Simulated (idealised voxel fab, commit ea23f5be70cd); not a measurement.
The following is a process module called voxel local oxidation.
Pictured: cross-section cut, 225 nm wide, on a grid of 5 nm square cells.
A cross-section is written here as square cells arranged in a grid, and it is given in bands from the top down, each band taking up one or more rows of cells.
This entry defines a band. It first specifies the height of the band's top and the height of its bottom in nm, and then specifies the band's materials from left to right, stating each material with its width in nm. The word "everywhere" identifies a single material that fills the band from edge to edge, while the word "blank" identifies empty space.
The level at which height equals 0 is the one under which the wafer, as it arrives, is entirely one material. No lower edge exists for the bottom band, which continues downward and is notated as in "0..down".
The notation "30 to 40" denotes a width that varies across the rows of cells in the band, beginning at the first number in the top row, finishing at the second number in the bottom row, and changing by an identical amount from each row to the next.
The cross-section has no changed cell in any step marked "everything unchanged".
Under "Enclosed void entries" you'll find the enclosed gaps, the ones with no way out to the top, that are 8 cells or bigger; each reads width x height at distance, with distance counted from the left edge, everything in nm.
Note: text after step settings on the step line = simulator remark on that step.
For masked steps, "overlay nm" on the step line gives how far right of plan the mask actually lay; a minus sign means it lay to the left.
# Process steps (planned)
1. RECEIVE, material Si
2. OXIDIZE, depth nm 5
3. CONFORMAL_DEP, material SiN, thk nm 15
4. MASKED_ETCH, tone cover, mask id ACTIVE, width nm 95, etch materials SiN, depth nm 15, overlay nm 0
5. SELECTIVE_ETCH, etch materials SiO2, depth nm 5
6. OXIDIZE, depth nm 15
7. STRIP, etch materials SiN
# On the first of the two wafers: run conducted according to plan
# Received-state cross-section, reflecting completion of step 1
0..down | Si everywhere
Enclosed void entries: none
# Once step 2 is through, the wafer looks like this in cross-section
0..-5 | SiO2 everywhere
Everything below -5 is unchanged.
# Once step 3 is through, the wafer looks like this in cross-section
15..0 | SiN everywhere
Everything below 0 is unchanged.
# Once step 4 is through, the wafer looks like this in cross-section
15..0 | blank: 65; SiN: 95; blank: 65
Everything below 0 is unchanged.
# Once step 5 is through, the wafer looks like this in cross-section
15..0 | blank: 65; SiN: 95; blank: 65
0..-5 | blank: 70; SiO2: 85; blank: 70
Everything below -5 is unchanged.
# Once step 6 is through, the wafer looks like this in cross-section
15..0 | blank: 65; SiN: 95; blank: 65
0..-5 | blank: 70; SiO2: 85; blank: 70
-5..-20 | SiO2: 85; Si: 55; SiO2: 85
Everything below -20 is unchanged.
# Once step 7 is through, the wafer looks like this in cross-section
0..-5 | blank: 70; SiO2: 85; blank: 70
Everything below -5 is unchanged.
# Notes, second wafer: start = first wafer's, plan = first wafer's, execution had one mistake; history identical to first through step 6
Second wafer, sectioned view, at step 7's planned end time: everything unchanged
In executing the process, a mistake was made relative to the plan: not run: step 7 of the plan (skipped)
End check, counted in cells, second wafer has more or fewer of these materials than the first: SiN +57
